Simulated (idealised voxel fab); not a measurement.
process module | voxel spacer lines
cross-section cut | 195 nm wide | cells 5 nm
A cross-section is a grid of square cells, given in bands from the top down. A band is one or more rows of cells.
Each band's line starts with the height of the band's top and of its bottom, in nm. Then come its materials from left to right, each with its width in nm. One material with "throughout" fills the band from edge to edge. "air" is empty space.
Height 0 is the level under which the wafer as received is all one material. The lowest band goes on downwards, as in "0 down".
A width such as "30 to 40" changes by the same amount from each row of cells to the next, from the band's top row to its bottom row.
"no change" after a step means that no cell of the cross-section changed.
closed voids: empty space of 8 cells or more with no open way to the top, each as width x height at its distance from the left edge, in nm
after a step's settings: what the simulator itself notes on the step
overlay nm, on a step with a mask: how far to the right of its planned place the mask lay; to the left if negative
plan
1 op RECEIVE | material Si
2 op CONFORMAL_DEP | material SiO2 | thk nm 10
3 op DIRECTIONAL_DEP | material polySi | thk nm 10
4 op DIRECTIONAL_DEP | material aC | thk nm 30
5 op PATTERN | tone cover | mask id MANDREL | material resist | width nm 25 | pitch nm 70 | thk nm 35 | overlay nm 0
6 op DIRECTIONAL_ETCH | etch materials aC | depth nm 30
7 op STRIP | etch materials resist
8 op CONFORMAL_DEP | material SiN | thk nm 10
9 op DIRECTIONAL_ETCH | etch materials SiN | depth nm 10
10 op STRIP | etch materials aC
11 op DIRECTIONAL_ETCH | etch materials polySi | depth nm 10
12 op STRIP | etch materials SiN
first wafer, as planned
as received, after step 1
  0 down: Si throughout
  closed voids: none
after step 2
  10 to 0: SiO2 throughout
  below 0: unchanged
after step 3
  20 to 10: polySi throughout
  below 10: unchanged
after step 4
  50 to 20: aC throughout
  below 20: unchanged
after step 5
  85 to 50: air 15 | resist 25 | air 45 | resist 25 | air 45 | resist 25 | air 15
  below 50: unchanged
after step 6
  55 to 50: air 15 | resist 25 | air 45 | resist 25 | air 45 | resist 25 | air 15
  50 to 20: air 15 | aC 25 | air 45 | aC 25 | air 45 | aC 25 | air 15
  below 20: unchanged
after step 7
  50 to 20: air 15 | aC 25 | air 45 | aC 25 | air 45 | aC 25 | air 15
  below 20: unchanged
after step 8
  60 to 50: air 5 | SiN 45 | air 25 | SiN 45 | air 25 | SiN 45 | air 5
  50 to 30: air 5 | SiN 10 | aC 25 | SiN 10 | air 25 | SiN 10 | aC 25 | SiN 10 | air 25 | SiN 10 | aC 25 | SiN 10 | air 5
  30 to 20: SiN 15 | aC 25 | SiN 45 | aC 25 | SiN 45 | aC 25 | SiN 15
  below 20: unchanged
after step 9
  50 to 20: air 5 | SiN 10 | aC 25 | SiN 10 | air 25 | SiN 10 | aC 25 | SiN 10 | air 25 | SiN 10 | aC 25 | SiN 10 | air 5
  below 20: unchanged
after step 10
  50 to 20: air 5 | SiN 10 | air 25 | SiN 10 | air 25 | SiN 10 | air 25 | SiN 10 | air 25 | SiN 10 | air 25 | SiN 10 | air 5
  below 20: unchanged
after step 11
  50 to 20: air 5 | SiN 10 | air 25 | SiN 10 | air 25 | SiN 10 | air 25 | SiN 10 | air 25 | SiN 10 | air 25 | SiN 10 | air 5
  20 to 10: air 5 | polySi 10 | air 25 | polySi 10 | air 25 | polySi 10 | air 25 | polySi 10 | air 25 | polySi 10 | air 25 | polySi 10 | air 5
  below 10: unchanged
after step 12
  20 to 10: air 5 | polySi 10 | air 25 | polySi 10 | air 25 | polySi 10 | air 25 | polySi 10 | air 25 | polySi 10 | air 25 | polySi 10 | air 5
  below 10: unchanged
second wafer: like start, like plan, one mistake. Through step 4 it matches the first wafer
when step 5 should have ended
  85 to 50: resist 15 | air 25 | resist 45 | air 25 | resist 45 | air 25 | resist 15
  below 50: unchanged
when step 6 should have ended
  55 to 50: resist 15 | air 25 | resist 45 | air 25 | resist 45 | air 25 | resist 15
  50 to 20: aC 15 | air 25 | aC 45 | air 25 | aC 45 | air 25 | aC 15
  below 20: unchanged
when step 7 should have ended
  50 to 20: aC 15 | air 25 | aC 45 | air 25 | aC 45 | air 25 | aC 15
  below 20: unchanged
when step 8 should have ended
  60 to 50: SiN 25 | air 5 | SiN 65 | air 5 | SiN 65 | air 5 | SiN 25
  50 to 30: aC 15 | SiN 10 | air 5 | SiN 10 | aC 45 | SiN 10 | air 5 | SiN 10 | aC 45 | SiN 10 | air 5 | SiN 10 | aC 15
  30 to 20: aC 15 | SiN 25 | aC 45 | SiN 25 | aC 45 | SiN 25 | aC 15
  below 20: unchanged
when step 9 should have ended
  50 to 20: aC 15 | SiN 10 | air 5 | SiN 10 | aC 45 | SiN 10 | air 5 | SiN 10 | aC 45 | SiN 10 | air 5 | SiN 10 | aC 15
  below 20: unchanged
when step 10 should have ended
  50 to 20: air 15 | SiN 10 | air 5 | SiN 10 | air 45 | SiN 10 | air 5 | SiN 10 | air 45 | SiN 10 | air 5 | SiN 10 | air 15
  below 20: unchanged
when step 11 should have ended
  50 to 20: air 15 | SiN 10 | air 5 | SiN 10 | air 45 | SiN 10 | air 5 | SiN 10 | air 45 | SiN 10 | air 5 | SiN 10 | air 15
  20 to 10: air 15 | polySi 10 | air 5 | polySi 10 | air 45 | polySi 10 | air 5 | polySi 10 | air 45 | polySi 10 | air 5 | polySi 10 | air 15
  below 10: unchanged
when step 12 should have ended
  20 to 10: air 15 | polySi 10 | air 5 | polySi 10 | air 45 | polySi 10 | air 5 | polySi 10 | air 45 | polySi 10 | air 5 | polySi 10 | air 15
  below 10: unchanged
what went wrong: step 5 ran as: op PATTERN | tone open | mask id MANDREL | material resist | width nm 25 | pitch nm 70 | thk nm 35 | overlay nm 0
at the end the second wafer has, in cells: as many of each material as the first, in other places
